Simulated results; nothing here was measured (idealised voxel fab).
You're looking at the process module voxel spacer lines.
We display cut, a cross-section 270 nm in width whose square cells are each 5 nm.
Each cross-section below is a grid of square cells, stated as bands in top-down order, with one or more rows of cells making up each band. Within each band entry, the heights of the top and of the bottom of the band appear first, in that order and in nm; the materials of the band then follow from left to right, each with its corresponding width in nm. The designation "edge to edge" on a single material indicates that it fills the band from edge to edge; the designation "air" indicates empty space. Note: height 0 marks the level under which the wafer is uniformly one material as received. Lowest band unbounded below, written "0 down". The expression "30 to 40" gives the width at the extremes of the band, the first number at its top row of cells and the second at its bottom row, with the width changing by equal amounts from each row to the next in between. Reading "nothing different" for a step: not a cell of the cross-section changed in it. Heads up: "Catalogued sealed voids" only lists the empty pockets with no open path to the top that are 8 cells or more, and it writes them as width x height at distance, distance from the left edge, in nm. Step line, after settings: the simulator's comment on this step. overlay nm: right-of-plan distance of the mask on a masked step; negative values mean left-of-plan.

### These are the steps we planned for the process
1. RECEIVE with material Si
2. CONFORMAL_DEP with material SiO2, thk nm 10
3. DIRECTIONAL_DEP with material W, thk nm 20
4. DIRECTIONAL_DEP with material polySi, thk nm 25
5. PATTERN with tone cover, mask id MANDREL, material resist, width nm 15, pitch nm 60, thk nm 35, overlay nm 0
6. DIRECTIONAL_ETCH with etch materials polySi, depth nm 25
7. STRIP with etch materials resist
8. CONFORMAL_DEP with material SiN, thk nm 15
9. DIRECTIONAL_ETCH with etch materials SiN, depth nm 15
10. STRIP with etch materials polySi
11. DIRECTIONAL_ETCH with etch materials W, depth nm 20
12. STRIP with etch materials SiN
13. FILL_DEP with material lowk, thk nm 5
14. CMP with height nm 30

### This is the cross-section of the wafer as we received it, i.e. after step 1
    0 down  Si edge to edge
    Catalogued sealed voids: none

### Starting wafer: above. Plan: above. Run: one mistake. Cross-section after the module: below
    30 to 10  polySi edge to edge
    10 to 0  SiO2 edge to edge
    0 down  Si edge to edge
    Catalogued sealed voids: none
Which mistake was made when the wafer was run? note: step 3 <-> step 4, run order reversed vs plan
